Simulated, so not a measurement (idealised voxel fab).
process module | voxel gate over fins
cross-section cut | 240 nm wide | cells 5 nm
A cross-section is a grid of square cells, given in bands from the top down. A band is one or more rows of cells.
Each band's line starts with the height of the band's top and of its bottom, in nm. Then come its materials from left to right, each with its width in nm. One material with "throughout" fills the band from edge to edge. "air" is empty space.
Height 0 is the level under which the wafer as received is all one material. The lowest band goes on downwards, as in "0 down".
A width such as "30 to 40" changes by the same amount from each row of cells to the next, from the band's top row to its bottom row.
"no change" after a step means that no cell of the cross-section changed.
closed voids: empty space of 8 cells or more with no open way to the top, each as width x height at its distance from the left edge, in nm
after a step's settings: what the simulator itself notes on the step
overlay nm, on a step with a mask: how far to the right of its planned place the mask lay; to the left if negative
plan
1 op RECEIVE | material Si
2 op CONFORMAL_DEP | material SiN | thk nm 10
3 op PATTERN | tone cover | mask id FINS | material resist | width nm 15 | pitch nm 60 | thk nm 20 | overlay nm 0
4 op DIRECTIONAL_ETCH | etch materials SiN | depth nm 10
5 op DIRECTIONAL_ETCH | etch materials Si | depth nm 40
6 op STRIP | etch materials resist
7 op OXIDIZE | depth nm 5
8 op FILL_DEP | material SiO2 | thk nm 15
9 op CMP | height nm 10
10 op PATTERN | tone open | mask id RAIL | material resist | width nm 15 | thk nm 15 | overlay nm 0
11 op DIRECTIONAL_ETCH | etch materials SiO2 | depth nm 45
12 op STRIP | etch materials resist
13 op CONFORMAL_DEP | material TiN | thk nm 5
14 op FILL_DEP | material Ru | thk nm 10
15 op CMP | height nm 10
16 op SELECTIVE_ETCH | etch materials W Ru TiN | depth nm 30
17 op FILL_DEP | material SiO2 | thk nm 5
18 op CMP | height nm 10
19 op SELECTIVE_ETCH | etch materials SiO2 | depth nm 20
20 op STRIP | etch materials SiN
21 op CONFORMAL_DEP | material HfO2 | thk nm 5
22 op CONFORMAL_DEP | material TiN | thk nm 5
23 op CONFORMAL_DEP | material TiAl | thk nm 5
24 op CONFORMAL_DEP | material TiN | thk nm 5
25 op FILL_DEP | material W | thk nm 15
26 op CMP | height nm 30
27 op CONFORMAL_DEP | material SiN | thk nm 5
as received, after step 1
  0 down: Si throughout
  closed voids: none
first wafer at the end, as planned
  35 to 30: SiN throughout
  30 to 20: W throughout
  20 to 15: W 35 | TiN 45 | W 15 | TiN 45 | W 15 | TiN 45 | W 40
  15 to 10: W 35 | TiN 5 | TiAl 35 | TiN 5 | W 15 | TiN 5 | TiAl 35 | TiN 5 | W 15 | TiN 5 | TiAl 35 | TiN 5 | W 40
  10 to 5: TiN 40 | TiAl 5 | TiN 25 | TiAl 5 | TiN 25 | TiAl 5 | TiN 25 | TiAl 5 | TiN 25 | TiAl 5 | TiN 25 | TiAl 5 | TiN 45
  5 to 0: TiAl 45 | TiN 5 | HfO2 15 | TiN 5 | TiAl 35 | TiN 5 | HfO2 15 | TiN 5 | TiAl 35 | TiN 5 | HfO2 15 | TiN 5 | TiAl 50
  0 to -5: TiN 50 | HfO2 5 | Si 5 | HfO2 5 | TiN 45 | HfO2 5 | Si 5 | HfO2 5 | TiN 45 | HfO2 5 | Si 5 | HfO2 5 | TiN 55
  -5 to -10: HfO2 55 | Si 5 | HfO2 55 | Si 5 | HfO2 55 | Si 5 | HfO2 60
  -10 to -20: SiO2 55 | Si 5 | SiO2 55 | Si 5 | SiO2 55 | Si 5 | SiO2 60
  -20 to -30: SiO2 55 | Si 5 | SiO2 20 | TiN 5 | Ru 5 | TiN 5 | SiO2 20 | Si 5 | SiO2 55 | Si 5 | SiO2 60
  -30 to -35: SiO2 55 | Si 5 | SiO2 20 | TiN 15 | SiO2 20 | Si 5 | SiO2 55 | Si 5 | SiO2 60
  -35 to -45: SiO2 55 | Si 5 | SiO2 55 | Si 5 | SiO2 55 | Si 5 | SiO2 60
  -45 down: Si throughout
  closed voids: none
second wafer at the end: like start, like plan, one mistake
  35 to 30: SiN throughout
  30 to 20: W throughout
  20 to 15: W 35 | TiN 45 | W 15 | TiN 45 | W 15 | TiN 45 | W 40
  15 to 10: W 35 | TiN 5 | TiAl 35 | TiN 5 | W 15 | TiN 5 | TiAl 35 | TiN 5 | W 15 | TiN 5 | TiAl 35 | TiN 5 | W 40
  10 to 5: W 35 | TiN 5 | TiAl 5 | TiN 25 | TiAl 5 | TiN 5 | W 15 | TiN 5 | TiAl 5 | TiN 25 | TiAl 5 | TiN 5 | W 15 | TiN 5 | TiAl 5 | TiN 25 | TiAl 5 | TiN 5 | W 40
  5 to 0: W 35 | TiN 5 | TiAl 5 | TiN 5 | HfO2 15 | TiN 5 | TiAl 5 | TiN 5 | W 15 | TiN 5 | TiAl 5 | TiN 5 | HfO2 15 | TiN 5 | TiAl 5 | TiN 5 | W 15 | TiN 5 | TiAl 5 | TiN 5 | HfO2 15 | TiN 5 | TiAl 5 | TiN 5 | W 40
  0 to -5: W 35 | TiN 5 | TiAl 5 | TiN 5 | HfO2 5 | Si 5 | HfO2 5 | TiN 5 | TiAl 5 | TiN 25 | TiAl 5 | TiN 5 | HfO2 5 | Si 5 | HfO2 5 | TiN 5 | TiAl 5 | TiN 5 | W 15 | TiN 5 | TiAl 5 | TiN 5 | HfO2 5 | Si 5 | HfO2 5 | TiN 5 | TiAl 5 | TiN 5 | W 40
  -5 to -10: W 35 | TiN 5 | TiAl 5 | TiN 5 | HfO2 5 | Si 5 | HfO2 5 | TiN 5 | TiAl 35 | TiN 5 | HfO2 5 | Si 5 | HfO2 5 | TiN 5 | TiAl 5 | TiN 5 | W 15 | TiN 5 | TiAl 5 | TiN 5 | HfO2 5 | Si 5 | HfO2 5 | TiN 5 | TiAl 5 | TiN 5 | W 40
  -10 to -15: TiN 40 | TiAl 5 | TiN 5 | HfO2 5 | Si 5 | HfO2 5 | TiN 45 | HfO2 5 | Si 5 | HfO2 5 | TiN 5 | TiAl 5 | TiN 25 | TiAl 5 | TiN 5 | HfO2 5 | Si 5 | HfO2 5 | TiN 5 | TiAl 5 | TiN 45
  -15 to -20: TiAl 45 | TiN 5 | HfO2 5 | Si 5 | HfO2 5 | TiN 10 | HfO2 25 | TiN 10 | HfO2 5 | Si 5 | HfO2 5 | TiN 5 | TiAl 35 | TiN 5 | HfO2 5 | Si 5 | HfO2 5 | TiN 5 | TiAl 50
  -20 to -25: TiN 50 | HfO2 5 | Si 5 | HfO2 5 | TiN 10 | HfO2 5 | TiN 5 | Ru 5 | TiN 5 | HfO2 5 | TiN 10 | HfO2 5 | Si 5 | HfO2 5 | TiN 45 | HfO2 5 | Si 5 | HfO2 5 | TiN 55
  -25 to -30: HfO2 55 | Si 5 | HfO2 20 | TiN 5 | Ru 5 | TiN 5 | HfO2 20 | Si 5 | HfO2 55 | Si 5 | HfO2 60
  -30 to -35: SiO2 55 | Si 5 | SiO2 20 | TiN 15 | SiO2 20 | Si 5 | SiO2 55 | Si 5 | SiO2 60
  -35 to -45: SiO2 55 | Si 5 | SiO2 55 | Si 5 | SiO2 55 | Si 5 | SiO2 60
  -45 down: Si throughout
  closed voids: none
what went wrong: step 19 was run twice
at the end the second wafer has, in cells: 28 more of HfO2 | 174 fewer of SiO2 | 20 more of TiAl | 48 more of TiN | 78 more of W
